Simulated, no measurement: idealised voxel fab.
process module | voxel ribs on slabs
cross-section cut | 225 nm wide | cells 5 nm
A cross-section is a grid of square cells, given in bands from the top down. A band is one or more rows of cells.
Each band's line starts with the height of the band's top and of its bottom, in nm. Then come its materials from left to right, each with its width in nm. One material with "throughout" fills the band from edge to edge. "air" is empty space.
Height 0 is the level under which the wafer as received is all one material. The lowest band goes on downwards, as in "0 down".
A width such as "30 to 40" changes by the same amount from each row of cells to the next, from the band's top row to its bottom row.
"no change" after a step means that no cell of the cross-section changed.
closed voids: empty space of 8 cells or more with no open way to the top, each as width x height at its distance from the left edge, in nm
after a step's settings: what the simulator itself notes on the step
overlay nm, on a step with a mask: how far to the right of its planned place the mask lay; to the left if negative
Each pair below shows a cross-section before one step and the cross-section after it, down to the lowest band that changed. The line under each pair gives the step between them, with its settings. The pairs can come from different runs of this module on the same starting wafer, so a pair continues from the pair above only where its "before" says so.
before
  0 down: Si throughout
  closed voids: none
after
  25 to 0: SiO2 throughout
  below 0: unchanged
  closed voids: none
the step between: op DIRECTIONAL_DEP | material SiO2 | thk nm 25
before: the cross-section after the pair above
after
  45 to 25: polySi throughout
  below 25: unchanged
  closed voids: none
the step between: op DIRECTIONAL_DEP | material polySi | thk nm 20
before: the cross-section after the pair above
after
  65 to 45: air 105 | resist 15 | air 105
  below 45: unchanged
  closed voids: none
the step between: op PATTERN | tone cover | mask id RIB | material resist | width nm 15 | thk nm 20 | overlay nm 0
before: the cross-section after the pair above
after
  65 to 45: air 105 | resist 15 | air 105
  45 to 30: air 105 | polySi 15 | air 105
  below 30: unchanged
  closed voids: none
the step between: op DIRECTIONAL_ETCH | etch materials polySi | depth nm 15
before: the cross-section after the pair above
after
  45 to 30: air 105 | polySi 15 | air 105
  below 30: unchanged
  closed voids: none
the step between: op STRIP | etch materials resist
before: the cross-section after the pair above
after
  45 to 30: air 105 | polySi 15 | air 105
  30 to 25: air 80 | polySi 65 | air 80
  below 25: unchanged
  closed voids: none
the step between: op MASKED_ETCH | tone cover | mask id SLAB | width nm 65 | etch materials polySi | depth nm 5 | overlay nm 0
before: the cross-section after the pair above
after
  65 to 45: SiO2 throughout
  45 to 30: SiO2 105 | polySi 15 | SiO2 105
  30 to 25: SiO2 80 | polySi 65 | SiO2 80
  below 25: unchanged
  closed voids: none
the step between: op FILL_DEP | material SiO2 | thk nm 20
before: the cross-section after the pair above
after
  55 to 45: SiO2 throughout
  below 45: unchanged
  closed voids: none
the step between: op CMP | height nm 55
before: the cross-section after the pair above
after
  65 to 55: W throughout
  below 55: unchanged
  closed voids: none
the step between: op DIRECTIONAL_DEP | material W | thk nm 10
before: the cross-section after the pair above
after
  80 to 65: air 100 | resist 25 | air 100
  below 65: unchanged
  closed voids: none
the step between: op PATTERN | tone cover | mask id HEATER | material resist | width nm 25 | thk nm 15 | overlay nm 0
before: the cross-section after the pair above
after
  80 to 65: air 100 | resist 25 | air 100
  65 to 55: air 100 | W 25 | air 100
  below 55: unchanged
  closed voids: none
the step between: op DIRECTIONAL_ETCH | etch materials W | depth nm 10
before: the cross-section after the pair above
after
  65 to 55: air 100 | W 25 | air 100
  below 55: unchanged
  closed voids: none
the step between: op STRIP | etch materials resist
before: the cross-section after the pair above
after
  75 to 65: air 90 | SiN 45 | air 90
  65 to 55: SiN 100 | W 25 | SiN 100
  below 55: unchanged
  closed voids: none
the step between: op CONFORMAL_DEP | material SiN | thk nm 10
before
  25 to 0: SiO2 throughout
  0 down: Si throughout
  closed voids: none
after
  50 to 0: SiO2 throughout
  below 0: unchanged
  closed voids: none
the step between: op DIRECTIONAL_DEP | material SiO2 | thk nm 25
before: the cross-section after the pair above
after
  70 to 50: polySi throughout
  below 50: unchanged
  closed voids: none
the step between: op DIRECTIONAL_DEP | material polySi | thk nm 20
before: the cross-section after the pair above
after
  90 to 70: air 105 | resist 15 | air 105
  below 70: unchanged
  closed voids: none
the step between: op PATTERN | tone cover | mask id RIB | material resist | width nm 15 | thk nm 20 | overlay nm 0
before: the cross-section after the pair above
after
  90 to 70: air 105 | resist 15 | air 105
  70 to 55: air 105 | polySi 15 | air 105
  below 55: unchanged
  closed voids: none
the step between: op DIRECTIONAL_ETCH | etch materials polySi | depth nm 15
before: the cross-section after the pair above
after
  70 to 55: air 105 | polySi 15 | air 105
  below 55: unchanged
  closed voids: none
the step between: op STRIP | etch materials resist
before: the cross-section after the pair above
after
  70 to 55: air 105 | polySi 15 | air 105
  55 to 50: air 80 | polySi 65 | air 80
  below 50: unchanged
  closed voids: none
the step between: op MASKED_ETCH | tone cover | mask id SLAB | width nm 65 | etch materials polySi | depth nm 5 | overlay nm 0
before: the cross-section after the pair above
after
  90 to 70: SiO2 throughout
  70 to 55: SiO2 105 | polySi 15 | SiO2 105
  55 to 50: SiO2 80 | polySi 65 | SiO2 80
  below 50: unchanged
  closed voids: none
the step between: op FILL_DEP | material SiO2 | thk nm 20
before: the cross-section after the pair above
after
  55 to 50: SiO2 80 | polySi 65 | SiO2 80
  below 50: unchanged
  closed voids: none
the step between: op CMP | height nm 55
before: the cross-section after the pair above
after
  65 to 55: W throughout
  below 55: unchanged
  closed voids: none
the step between: op DIRECTIONAL_DEP | material W | thk nm 10
before: the cross-section after the pair above
after
  80 to 65: air 100 | resist 25 | air 100
  below 65: unchanged
  closed voids: none
the step between: op PATTERN | tone cover | mask id HEATER | material resist | width nm 25 | thk nm 15 | overlay nm 0
before: the cross-section after the pair above
after
  80 to 65: air 100 | resist 25 | air 100
  65 to 55: air 100 | W 25 | air 100
  below 55: unchanged
  closed voids: none
the step between: op DIRECTIONAL_ETCH | etch materials W | depth nm 10
before: the cross-section after the pair above
after
  65 to 55: air 100 | W 25 | air 100
  below 55: unchanged
  closed voids: none
the step between: op STRIP | etch materials resist
before: the cross-section after the pair above
after
  75 to 65: air 90 | SiN 45 | air 90
  65 to 55: SiN 100 | W 25 | SiN 100
  below 55: unchanged
  closed voids: none
the step between: op CONFORMAL_DEP | material SiN | thk nm 10
before
  0 down: Si throughout
  closed voids: none
after
  20 to 0: polySi throughout
  below 0: unchanged
  closed voids: none
the step between: op DIRECTIONAL_DEP | material polySi | thk nm 20
before: the cross-section after the pair above
after
  45 to 20: SiO2 throughout
  below 20: unchanged
  closed voids: none
the step between: op DIRECTIONAL_DEP | material SiO2 | thk nm 25
before: the cross-section after the pair above
after
  65 to 45: air 105 | resist 15 | air 105
  below 45: unchanged
  closed voids: none
the step between: op PATTERN | tone cover | mask id RIB | material resist | width nm 15 | thk nm 20 | overlay nm 0
before: the cross-section after the pair above
after
  45 to 20: SiO2 throughout
  below 20: unchanged
  closed voids: none
the step between: op STRIP | etch materials resist
before: the cross-section after the pair above
after
  65 to 20: SiO2 throughout
  below 20: unchanged
  closed voids: none
the step between: op FILL_DEP | material SiO2 | thk nm 20
before: the cross-section after the pair above
after
  55 to 20: SiO2 throughout
  below 20: unchanged
  closed voids: none
the step between: op CMP | height nm 55
before: the cross-section after the pair above
after
  65 to 55: W throughout
  below 55: unchanged
  closed voids: none
the step between: op DIRECTIONAL_DEP | material W | thk nm 10
before: the cross-section after the pair above
after
  80 to 65: air 100 | resist 25 | air 100
  below 65: unchanged
  closed voids: none
the step between: op PATTERN | tone cover | mask id HEATER | material resist | width nm 25 | thk nm 15 | overlay nm 0
before: the cross-section after the pair above
after
  80 to 65: air 100 | resist 25 | air 100
  65 to 55: air 100 | W 25 | air 100
  below 55: unchanged
  closed voids: none
the step between: op DIRECTIONAL_ETCH | etch materials W | depth nm 10
before: the cross-section after the pair above
after
  65 to 55: air 100 | W 25 | air 100
  below 55: unchanged
  closed voids: none
the step between: op STRIP | etch materials resist
before: the cross-section after the pair above
after
  75 to 65: air 90 | SiN 45 | air 90
  65 to 55: SiN 100 | W 25 | SiN 100
  below 55: unchanged
  closed voids: none
the step between: op CONFORMAL_DEP | material SiN | thk nm 10
before
  65 to 45: SiO2 throughout
  45 to 30: SiO2 105 | polySi 15 | SiO2 105
  30 to 25: SiO2 80 | polySi 65 | SiO2 80
  25 to 0: SiO2 throughout
  0 down: Si throughout
  closed voids: none
after
  45 to 30: SiO2 105 | polySi 15 | SiO2 105
  below 30: unchanged
  closed voids: none
the step between: op CMP | height nm 45
before: the cross-section after the pair above
after
  55 to 45: W throughout
  below 45: unchanged
  closed voids: none
the step between: op DIRECTIONAL_DEP | material W | thk nm 10
before: the cross-section after the pair above
after
  70 to 55: air 100 | resist 25 | air 100
  below 55: unchanged
  closed voids: none
the step between: op PATTERN | tone cover | mask id HEATER | material resist | width nm 25 | thk nm 15 | overlay nm 0
before: the cross-section after the pair above
after
  70 to 55: air 100 | resist 25 | air 100
  55 to 45: air 100 | W 25 | air 100
  below 45: unchanged
  closed voids: none
the step between: op DIRECTIONAL_ETCH | etch materials W | depth nm 10
before: the cross-section after the pair above
after
  55 to 45: air 100 | W 25 | air 100
  below 45: unchanged
  closed voids: none
the step between: op STRIP | etch materials resist
before: the cross-section after the pair above
after
  65 to 55: air 90 | SiN 45 | air 90
  55 to 45: SiN 100 | W 25 | SiN 100
  below 45: unchanged
  closed voids: none
the step between: op CONFORMAL_DEP | material SiN | thk nm 10
before
  65 to 55: W throughout
  55 to 45: SiO2 throughout
  45 to 30: SiO2 105 | polySi 15 | SiO2 105
  30 to 25: SiO2 80 | polySi 65 | SiO2 80
  25 to 0: SiO2 throughout
  0 down: Si throughout
  closed voids: none
after
  80 to 65: air 105 | resist 15 | air 105
  below 65: unchanged
  closed voids: none
the step between: op PATTERN | tone cover | mask id HEATER | material resist | width nm 15 | thk nm 15 | overlay nm 0
before: the cross-section after the pair above
after
  80 to 65: air 105 | resist 15 | air 105
  65 to 55: air 105 | W 15 | air 105
  below 55: unchanged
  closed voids: none
the step between: op DIRECTIONAL_ETCH | etch materials W | depth nm 10
before: the cross-section after the pair above
after
  65 to 55: air 105 | W 15 | air 105
  below 55: unchanged
  closed voids: none
the step between: op STRIP | etch materials resist
before: the cross-section after the pair above
after
  75 to 65: air 95 | SiN 35 | air 95
  65 to 55: SiN 105 | W 15 | SiN 105
  below 55: unchanged
  closed voids: none
the step between: op CONFORMAL_DEP | material SiN | thk nm 10
before
  45 to 30: air 105 | polySi 15 | air 105
  30 to 25: polySi throughout
  25 to 0: SiO2 throughout
  0 down: Si throughout
  closed voids: none
after
  45 to 30: air 105 | polySi 15 | air 105
  30 to 25: air 90 | polySi 65 | air 70
  below 25: unchanged
  closed voids: none
the step between: op MASKED_ETCH | tone cover | mask id SLAB | width nm 65 | etch materials polySi | depth nm 5 | overlay nm 10
before: the cross-section after the pair above
after
  65 to 45: SiO2 throughout
  45 to 30: SiO2 105 | polySi 15 | SiO2 105
  30 to 25: SiO2 90 | polySi 65 | SiO2 70
  below 25: unchanged
  closed voids: none
the step between: op FILL_DEP | material SiO2 | thk nm 20
before: the cross-section after the pair above
after
  55 to 45: SiO2 throughout
  below 45: unchanged
  closed voids: none
the step between: op CMP | height nm 55
before: the cross-section after the pair above
after
  65 to 55: W throughout
  below 55: unchanged
  closed voids: none
the step between: op DIRECTIONAL_DEP | material W | thk nm 10
before: the cross-section after the pair above
after
  80 to 65: air 100 | resist 25 | air 100
  below 65: unchanged
  closed voids: none
the step between: op PATTERN | tone cover | mask id HEATER | material resist | width nm 25 | thk nm 15 | overlay nm 0
before: the cross-section after the pair above
after
  80 to 65: air 100 | resist 25 | air 100
  65 to 55: air 100 | W 25 | air 100
  below 55: unchanged
  closed voids: none
the step between: op DIRECTIONAL_ETCH | etch materials W | depth nm 10
before: the cross-section after the pair above
after
  65 to 55: air 100 | W 25 | air 100
  below 55: unchanged
  closed voids: none
the step between: op STRIP | etch materials resist
before: the cross-section after the pair above
after
  75 to 65: air 90 | SiN 45 | air 90
  65 to 55: SiN 100 | W 25 | SiN 100
  below 55: unchanged
  closed voids: none
the step between: op CONFORMAL_DEP | material SiN | thk nm 10
before
  45 to 30: air 105 | polySi 15 | air 105
  30 to 25: air 80 | polySi 65 | air 80
  25 to 0: SiO2 throughout
  0 down: Si throughout
  closed voids: none
after
  65 to 45: SiN throughout
  45 to 30: SiN 105 | polySi 15 | SiN 105
  30 to 25: SiN 80 | polySi 65 | SiN 80
  below 25: unchanged
  closed voids: none
the step between: op FILL_DEP | material SiN | thk nm 20
before: the cross-section after the pair above
after
  55 to 45: SiN throughout
  below 45: unchanged
  closed voids: none
the step between: op CMP | height nm 55
before: the cross-section after the pair above
after
  65 to 55: W throughout
  below 55: unchanged
  closed voids: none
the step between: op DIRECTIONAL_DEP | material W | thk nm 10
before: the cross-section after the pair above
after
  80 to 65: air 100 | resist 25 | air 100
  below 65: unchanged
  closed voids: none
the step between: op PATTERN | tone cover | mask id HEATER | material resist | width nm 25 | thk nm 15 | overlay nm 0
before: the cross-section after the pair above
after
  80 to 65: air 100 | resist 25 | air 100
  65 to 55: air 100 | W 25 | air 100
  below 55: unchanged
  closed voids: none
the step between: op DIRECTIONAL_ETCH | etch materials W | depth nm 10
before: the cross-section after the pair above
after
  65 to 55: air 100 | W 25 | air 100
  below 55: unchanged
  closed voids: none
the step between: op STRIP | etch materials resist
before: the cross-section after the pair above
after
  75 to 65: air 90 | SiN 45 | air 90
  65 to 55: SiN 100 | W 25 | SiN 100
  below 55: unchanged
  closed voids: none
the step between: op CONFORMAL_DEP | material SiN | thk nm 10
before
  45 to 25: polySi throughout
  25 to 0: SiO2 throughout
  0 down: Si throughout
  closed voids: none
after
  65 to 45: resist 105 | air 15 | resist 105
  below 45: unchanged
  closed voids: none
the step between: op PATTERN | tone open | mask id RIB | material resist | width nm 15 | thk nm 20 | overlay nm 0
before: the cross-section after the pair above
after
  65 to 45: resist 105 | air 15 | resist 105
  45 to 30: polySi 105 | air 15 | polySi 105
  below 30: unchanged
  closed voids: none
the step between: op DIRECTIONAL_ETCH | etch materials polySi | depth nm 15
before: the cross-section after the pair above
after
  45 to 30: polySi 105 | air 15 | polySi 105
  below 30: unchanged
  closed voids: none
the step between: op STRIP | etch materials resist
before: the cross-section after the pair above
after
  45 to 40: air 80 | polySi 25 | air 15 | polySi 25 | air 80
  below 40: unchanged
  closed voids: none
the step between: op MASKED_ETCH | tone cover | mask id SLAB | width nm 65 | etch materials polySi | depth nm 5 | overlay nm 0
before: the cross-section after the pair above
after
  65 to 45: SiO2 throughout
  45 to 40: SiO2 80 | polySi 25 | SiO2 15 | polySi 25 | SiO2 80
  40 to 30: polySi 105 | SiO2 15 | polySi 105
  below 30: unchanged
  closed voids: none
the step between: op FILL_DEP | material SiO2 | thk nm 20
before: the cross-section after the pair above
after
  55 to 45: SiO2 throughout
  below 45: unchanged
  closed voids: none
the step between: op CMP | height nm 55
before: the cross-section after the pair above
after
  65 to 55: W throughout
  below 55: unchanged
  closed voids: none
the step between: op DIRECTIONAL_DEP | material W | thk nm 10
before: the cross-section after the pair above
after
  80 to 65: air 100 | resist 25 | air 100
  below 65: unchanged
  closed voids: none
the step between: op PATTERN | tone cover | mask id HEATER | material resist | width nm 25 | thk nm 15 | overlay nm 0
before: the cross-section after the pair above
after
  80 to 65: air 100 | resist 25 | air 100
  65 to 55: air 100 | W 25 | air 100
  below 55: unchanged
  closed voids: none
the step between: op DIRECTIONAL_ETCH | etch materials W | depth nm 10
before: the cross-section after the pair above
after
  65 to 55: air 100 | W 25 | air 100
  below 55: unchanged
  closed voids: none
the step between: op STRIP | etch materials resist
before: the cross-section after the pair above
after
  75 to 65: air 90 | SiN 45 | air 90
  65 to 55: SiN 100 | W 25 | SiN 100
  below 55: unchanged
  closed voids: none
the step between: op CONFORMAL_DEP | material SiN | thk nm 10
